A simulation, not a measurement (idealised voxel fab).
Presented below is a process module, voxel released beams.
It is cross-section cut that appears here, measuring 150 nm in width, its square cells being 5 nm in size.
A cross-section is written here as square cells arranged in a grid, and it is given in bands from the top down, each band taking up one or more rows of cells.
The entry gives the band's vertical extent as a top height and a bottom height in nm, then its horizontal make-up as materials from left to right, each with a width in nm. "blank" stands for empty space; a single material marked "everywhere" fills the band edge to edge.
Counting heights begins at 0, where everything beneath is, in the wafer as received, one material. The lowest band has no bottom; it goes on downwards, as "from 0 down" shows.
Graded width ("30 to 40"): value in top row of band = first number; value in bottom row = second number; row-to-row change constant.
When a step is marked "no alteration", none of the cells in the cross-section changed during that step.
This entry, "Internal closed voids", enumerates those empty regions of no fewer than 8 cells that possess no open connection to the top. Each region is reported in the form width x height at distance, the distance being taken from the left edge, with all three quantities expressed in nm.
Step line, after settings: the simulator's comment on this step.
overlay nm: mask right of planned place by this much (step with mask). Neg. = left.

The planned process steps are enumerated hereunder
| 1 | RECEIVE, material Si |
| 2 | CONFORMAL_DEP, material Al2O3, thk nm 10 |
| 3 | DIRECTIONAL_DEP, material SiO2, thk nm 10 |
| 4 | PATTERN, tone open, mask id ANCHOR, material resist, width nm 35, thk nm 15, overlay nm 0 |
| 5 | DIRECTIONAL_ETCH, etch materials SiO2, depth nm 10 |
| 6 | STRIP, etch materials resist |
| 7 | CONFORMAL_DEP, material polySi, thk nm 10 |
| 8 | MASKED_ETCH, tone cover, mask id BEAM, width nm 70, etch materials polySi, depth nm 10, overlay nm 0 |
| 9 | STRIP, etch materials SiO2 |
The wafers are alike at the start. At step 8, their width nm differs. The plan lists the first wafer's value.

As-received cross-section, first of several wafers, post step 1
    from 0 down: Si everywhere
    Internal closed voids: none

For your reference, the table is organized with a row per wafer; each row reflects the wafer at the end of the module, indicating for each material the cells gained (+) or lost (-) since receipt, and thereafter its closed voids
width nm 70 | +60 Al2O3 | +36 polySi | Internal closed voids: none
width nm 75 | +60 Al2O3 | +38 polySi | Internal closed voids: none
width nm 80 | +60 Al2O3 | +40 polySi | Internal closed voids: none
width nm 85 | +60 Al2O3 | +42 polySi | Internal closed voids: none
width nm 90 | +60 Al2O3 | +44 polySi | Internal closed voids: none
width nm 95 | +60 Al2O3 | +46 polySi | Internal closed voids: none
